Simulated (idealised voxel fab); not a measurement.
You're looking at the process module voxel ribs on slabs.
In the cross-section labelled cut, the width is 295 nm and each square cell is 5 nm.
Cross-sections here: square-cell grids, written as top-down lists of bands, a band being one or more rows of cells. Top, bottom (nm), then materials left to right with widths (nm); lone material tagged "throughout" fills the whole band edge to edge; "blank" = empty space. For the purposes of this specification, 0 denotes the height below which the wafer in its as-received condition is composed wholly of one material, and the lowermost band, lacking a lower limit, extends downward without end, as expressed in "z 0 and below". Width: "30..40" (first number = top row, second number = bottom row, same change from row to row of cells). Take "stayed the same" at face value: in the step it is given for, the cross-section changed in none of its cells. "Voids, fully enclosed": empty spaces of 8 cells or more with no open way to the top, each given as width x height at distance, distance from the left edge, all in nm. Anything after a step's settings on that line? It's the simulator's own note about the step. The "overlay nm" setting may appear on a step's line; for a step that uses a mask, it gives how far to the right of its planned position the mask lay, and a negative value indicates the left. Each pair below shows a cross-section before one step and the cross-section after it, down to the lowest band that changed. The line under each pair gives the step between them, with its settings. The pairs can come from different runs of this module on the same starting wafer, so a pair continues from the pair above only where its "Status quo ante" says so.
# Status quo ante
  z 90 to 80  aC throughout
  z 80 to 75  W throughout
  z 75 to 55  SiO2 throughout
  z 55 to 40  SiO2 (130) / polySi (30) / SiO2 (135)
  z 40 to 30  SiO2 (115) / polySi (60) / SiO2 (120)
  z 30 to 0  SiO2 throughout
  z 0 and below  Si throughout
  Voids, fully enclosed: none
# Resulting Structure
  z 115 to 90  resist (125) / blank (40) / resist (130)
  Below a height of 90, the structure has not been altered.
  Voids, fully enclosed: none
The before and after cross-sections above differ by one step: PATTERN (tone open; mask id HEATER; material resist; width nm 40; thk nm 25; overlay nm 0)
Status quo ante: It is represented by the cross-section appearing after the step of the pair directly above.
# Resulting Structure
  z 105 to 90  resist (125) / blank (40) / resist (130)
  z 90 to 80  aC (125) / blank (40) / aC (130)
  Below a height of 80, the structure has not been altered.
  Voids, fully enclosed: none
The before and after cross-sections above differ by one step: DIRECTIONAL_ETCH (etch materials aC; depth nm 10)
Status quo ante: It is represented by the cross-section appearing after the step of the pair directly above.
# Resulting Structure
  z 90 to 80  aC (125) / blank (40) / aC (130)
  Below a height of 80, the structure has not been altered.
  Voids, fully enclosed: none
The before and after cross-sections above differ by one step: STRIP (etch materials resist)
Status quo ante: It is represented by the cross-section appearing after the step of the pair directly above.
# Resulting Structure
  z 90 to 80  aC (125) / blank (40) / aC (130)
  z 80 to 75  W (125) / blank (40) / W (130)
  Below a height of 75, the structure has not been altered.
  Voids, fully enclosed: none
The before and after cross-sections above differ by one step: DIRECTIONAL_ETCH (etch materials W; depth nm 5)
Status quo ante: It is represented by the cross-section appearing after the step of the pair directly above.
# Resulting Structure
  z 80 to 75  W (125) / blank (40) / W (130)
  Below a height of 75, the structure has not been altered.
  Voids, fully enclosed: none
The before and after cross-sections above differ by one step: STRIP (etch materials aC)
Status quo ante: It is represented by the cross-section appearing after the step of the pair directly above.
# Resulting Structure
  z 90 to 85  SiO2 (135) / blank (20) / SiO2 (140)
  z 85 to 80  SiO2 throughout
  z 80 to 75  W (125) / SiO2 (40) / W (130)
  Below a height of 75, the structure has not been altered.
  Voids, fully enclosed: none
The before and after cross-sections above differ by one step: CONFORMAL_DEP (material SiO2; thk nm 10)
